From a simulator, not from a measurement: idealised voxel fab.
The document below concerns the process module designated voxel spacer lines.
cross-section cut | 270 nm wide | cells 5 nm
Cross-sections here: square-cell grids, written as top-down lists of bands, a band being one or more rows of cells.
Quick guide to a band line: top height, bottom height (nm) up front; then every material left to right with its width in nm. Only one material and it's marked "all across"? Then it fills the band edge to edge. And "air" just means empty space.
Height is counted from the level 0, under which the received wafer is composed throughout of one material. The lowest of the bands is not closed at the bottom but continues downward, in the notation "z 0 and below".
Quick explanation for "30..40": the width changes in equal steps down the rows of cells, from the first number in the band's top row to the second number in its bottom row.
"left unchanged" for a step: no cell of the cross-section changed in that step.
"Enclosed internal cavities" lists enclosed empty spaces (at least 8 cells, no open path upward to the top), each as width x height at distance from the left edge, in nm.
after a step's settings: what the simulator itself notes on the step
overlay nm: on a step with a mask, how far right of its planned place the mask lay; negative means left.

-- Process steps (planned)
- 1: RECEIVE [material Si]
- 2: CONFORMAL_DEP [material Al2O3] [thk nm 5]
- 3: DIRECTIONAL_DEP [material SiN] [thk nm 15]
- 4: DIRECTIONAL_DEP [material aC] [thk nm 20]
- 5: PATTERN [tone cover] [mask id MANDREL] [material resist] [width nm 25] [pitch nm 70] [thk nm 25] [overlay nm 0]
- 6: DIRECTIONAL_ETCH [etch materials aC] [depth nm 20]
- 7: STRIP [etch materials resist]
- 8: CONFORMAL_DEP [material SiO2] [thk nm 10]
- 9: DIRECTIONAL_ETCH [etch materials SiO2] [depth nm 10]
- 10: STRIP [etch materials aC]
- 11: DIRECTIONAL_ETCH [etch materials SiN] [depth nm 15]
- 12: STRIP [etch materials SiO2]
- 13: FILL_DEP [material SiO2] [thk nm 10]
- 14: CMP [height nm 10]
Among the wafers covered here, the point of difference is the height nm at step 14; their starting state is shared, and the plan presents the value of the first wafer.

-- As-received state after step 1, first of several wafers, cross-section
    z 0 and below | Si all across
    Enclosed internal cavities: none

-- The figure below presents a cross-section of the first of several wafers at the conclusion of the module, following its last step, step 14
    z 10 to 5 | SiO2=40 / SiN=10 / SiO2=25 / SiN=10 / SiO2=25 / SiN=10 / SiO2=25 / SiN=10 / SiO2=25 / SiN=10 / SiO2=25 / SiN=10 / SiO2=45
    z 5 to 0 | Al2O3 all across
    z 0 and below | Si all across
    Enclosed internal cavities: none

-- So this is the cross-section on the last wafer at the end of the module
    z 30 to 20 | SiO2 all across
    z 20 to 5 | SiO2=40 / SiN=10 / SiO2=25 / SiN=10 / SiO2=25 / SiN=10 / SiO2=25 / SiN=10 / SiO2=25 / SiN=10 / SiO2=25 / SiN=10 / SiO2=45
    z 5 to 0 | Al2O3 all across
    z 0 and below | Si all across
    Enclosed internal cavities: none

-- Basically each wafer gets a line in the table, showing it at the end of the module: material by material, the cells it gained (+) or lost (-) since we got it, then its closed voids
height nm 10 | +54 Al2O3 | +12 SiN | +42 SiO2 | Enclosed internal cavities: none
height nm 15 | +54 Al2O3 | +24 SiN | +84 SiO2 | Enclosed internal cavities: none
height nm 20 | +54 Al2O3 | +36 SiN | +126 SiO2 | Enclosed internal cavities: none
height nm 25 | +54 Al2O3 | +36 SiN | +180 SiO2 | Enclosed internal cavities: none
height nm 30 | +54 Al2O3 | +36 SiN | +234 SiO2 | Enclosed internal cavities: none
